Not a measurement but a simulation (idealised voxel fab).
process module | voxel self aligned vias
cross-section cut | 235 nm wide | cells 5 nm
A cross-section is a grid of square cells, given in bands from the top down. A band is one or more rows of cells.
Each band's line starts with the height of the band's top and of its bottom, in nm. Then come its materials from left to right, each with its width in nm. One material with "throughout" fills the band from edge to edge. "air" is empty space.
Height 0 is the level under which the wafer as received is all one material. The lowest band goes on downwards, as in "0 down".
A width such as "30 to 40" changes by the same amount from each row of cells to the next, from the band's top row to its bottom row.
"no change" after a step means that no cell of the cross-section changed.
closed voids: empty space of 8 cells or more with no open way to the top, each as width x height at its distance from the left edge, in nm
after a step's settings: what the simulator itself notes on the step
overlay nm, on a step with a mask: how far to the right of its planned place the mask lay; to the left if negative
plan
1 op RECEIVE | material Si
2 op CONFORMAL_DEP | material SiO2 | thk nm 15
3 op CONFORMAL_DEP | material SiCN | thk nm 5
4 op DIRECTIONAL_DEP | material lowk | thk nm 30
5 op DIRECTIONAL_DEP | material aC | thk nm 15
6 op PATTERN | tone open | mask id LINES | material resist | width nm 20 | pitch nm 60 | thk nm 35 | overlay nm 0
7 op DIRECTIONAL_ETCH | etch materials aC | depth nm 15
8 op STRIP | etch materials resist
9 op DIRECTIONAL_ETCH | etch materials lowk | depth nm 30
10 op STRIP | etch materials aC
11 op CONFORMAL_DEP | material TiN | thk nm 5
12 op FILL_DEP | material Ru | thk nm 5
13 op CMP | height nm 50
14 op SELECTIVE_ETCH | etch materials W Ru TiN | depth nm 5
15 op FILL_DEP | material SiN | thk nm 5
16 op CMP | height nm 50
17 op DIRECTIONAL_DEP | material lowk | thk nm 20
18 op PATTERN | tone open | mask id VIAS | material resist | width nm 30 | pitch nm 60 | thk nm 15 | overlay nm 0
19 op DIRECTIONAL_ETCH | etch materials lowk | depth nm 20
20 op DIRECTIONAL_ETCH | etch materials SiN | depth nm 5
21 op STRIP | etch materials resist
22 op CONFORMAL_DEP | material TiN | thk nm 5
23 op FILL_DEP | material Cu | thk nm 10
24 op CMP | height nm 70
25 op CONFORMAL_DEP | material SiCN | thk nm 5
as received, after step 1
  0 down: Si throughout
  closed voids: none
a wafer at the end: this start, this plan, one mistake
  75 to 70: SiCN throughout
  70 to 55: lowk 70 | TiN 5 | Cu 20 | TiN 5 | lowk 30 | TiN 5 | Cu 20 | TiN 5 | lowk 75
  55 to 50: lowk 70 | TiN 30 | lowk 30 | TiN 30 | lowk 75
  50 to 45: SiN 70 | TiN 5 | lowk 20 | TiN 5 | SiN 30 | TiN 5 | lowk 20 | TiN 5 | SiN 75
  45 to 25: Ru 70 | TiN 5 | lowk 20 | TiN 5 | Ru 30 | TiN 5 | lowk 20 | TiN 5 | Ru 75
  25 to 20: TiN 75 | lowk 20 | TiN 40 | lowk 20 | TiN 80
  20 to 15: SiCN throughout
  15 to 0: SiO2 throughout
  0 down: Si throughout
  closed voids: none
what went wrong: step 6 ran as: op PATTERN | tone cover | mask id LINES | material resist | width nm 20 | pitch nm 60 | thk nm 35 | overlay nm 0
